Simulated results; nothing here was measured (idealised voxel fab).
Name of the process module below: voxel plated lines
Square cells of 5 nm make up the cross-section cut, whose width is 265 nm.
A cross-section in this document is a grid of square cells, and it is written down as bands, the top band listed before the ones below it; a band is made up of one or more rows of cells.
For a band, the entry starts with two heights in nm, that of the top and then that of the bottom, and carries on with the band's materials in order from left to right, each alongside its width in nm; the word "edge to edge" beside a single material means it fills the band edge to edge, and "air" means empty space.
Beneath 0, the wafer as received is one material, and that level is where height counting begins. The lowest band goes on downward without a bottom; it is written like "0 down".
The expression "30 to 40" gives the width at the extremes of the band, the first number at its top row of cells and the second at its bottom row, with the width changing by equal amounts from each row to the next in between.
Take "remained the same" at face value: in the step it is given for, the cross-section changed in none of its cells.
"Enclosed internal cavities" lists enclosed empty spaces (at least 8 cells, no open path upward to the top), each as width x height at distance from the left edge, in nm.
If you see something after the settings on a step's line, that's the simulator's own remark about that step.
"overlay nm", when on a step's line for a step with a mask, measures how far to the right of its planned place the mask lay; a negative measure means to the left.
**Here's what the planned process steps look like**
- 1: RECEIVE: material Si
- 2: CONFORMAL_DEP: material Al2O3, thk nm 10
- 3: DIRECTIONAL_DEP: material TiN, thk nm 5
- 4: PATTERN: tone open, mask id LINES, material resist, width nm 25, pitch nm 45, thk nm 20, overlay nm 0
- 5: EPI: material Ru, thk nm 5
- 6: STRIP: etch materials resist
- 7: DIRECTIONAL_ETCH: etch materials TiN, depth nm 5
- 8: CONFORMAL_DEP: material SiCN, thk nm 10
**Here's what the wafer looked like in cross-section when it arrived - that's after step 1**
> 0 down = Si edge to edge
> Enclosed internal cavities: none
**Cross-section at module end, one run error; start and plan unchanged from above**
> 20 to 10 = air (85), SiCN (90), air (90)
> 10 to 5 = SiCN (95), Ru (25), SiCN (20), Ru (25), SiCN (100)
> 5 to 0 = SiCN (95), TiN (25), SiCN (20), TiN (25), SiCN (100)
> 0 down = Si edge to edge
> Enclosed internal cavities: none
Misprocessing identified: step 2 of the plan was bypassed and not carried out
